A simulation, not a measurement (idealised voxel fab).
process module | voxel released beams
cross-section cut | 165 nm wide | cells 5 nm
A cross-section is a grid of square cells, given in bands from the top down. A band is one or more rows of cells.
Each band's line starts with the height of the band's top and of its bottom, in nm. Then come its materials from left to right, each with its width in nm. One material with "throughout" fills the band from edge to edge. "air" is empty space.
Height 0 is the level under which the wafer as received is all one material. The lowest band goes on downwards, as in "0 down".
A width such as "30 to 40" changes by the same amount from each row of cells to the next, from the band's top row to its bottom row.
"no change" after a step means that no cell of the cross-section changed.
closed voids: empty space of 8 cells or more with no open way to the top, each as width x height at its distance from the left edge, in nm
after a step's settings: what the simulator itself notes on the step
overlay nm, on a step with a mask: how far to the right of its planned place the mask lay; to the left if negative
plan
1 op RECEIVE | material Si
2 op CONFORMAL_DEP | material SiN | thk nm 5
3 op DIRECTIONAL_DEP | material SiO2 | thk nm 20
4 op DIRECTIONAL_DEP | material aC | thk nm 15
5 op PATTERN | tone open | mask id ANCHOR | material resist | width nm 30 | thk nm 30 | overlay nm 0
6 op DIRECTIONAL_ETCH | etch materials aC | depth nm 15
7 op STRIP | etch materials resist
8 op DIRECTIONAL_ETCH | etch materials SiO2 | depth nm 20
9 op STRIP | etch materials aC
10 op CONFORMAL_DEP | material polySi | thk nm 10
11 op PATTERN | tone cover | mask id BEAM | material resist | width nm 75 | thk nm 15 | overlay nm 0
12 op DIRECTIONAL_ETCH | etch materials polySi | depth nm 10
13 op STRIP | etch materials resist
14 op STRIP | etch materials SiO2
as received, after step 1
  0 down: Si throughout
  closed voids: none
first wafer at the end, as planned
  35 to 25: air 40 | polySi 15 | air 10 | polySi 50 | air 50
  25 to 15: air 45 | polySi 10 | air 10 | polySi 10 | air 90
  15 to 5: air 45 | polySi 30 | air 90
  5 to 0: SiN throughout
  0 down: Si throughout
  closed voids: none
second wafer at the end: like start, like plan, one mistake
  35 to 25: air 40 | polySi 15 | air 10 | polySi 50 | air 50
  25 to 15: air 45 | polySi 10 | air 10 | polySi 10 | air 90
  15 to 5: air 45 | polySi 30 | air 90
  5 to 0: polySi throughout
  0 down: Si throughout
  closed voids: none
what went wrong: step 2 ran as: op CONFORMAL_DEP | material polySi | thk nm 5
at the end the second wafer has, in cells: 33 fewer of SiN | 33 more of polySi
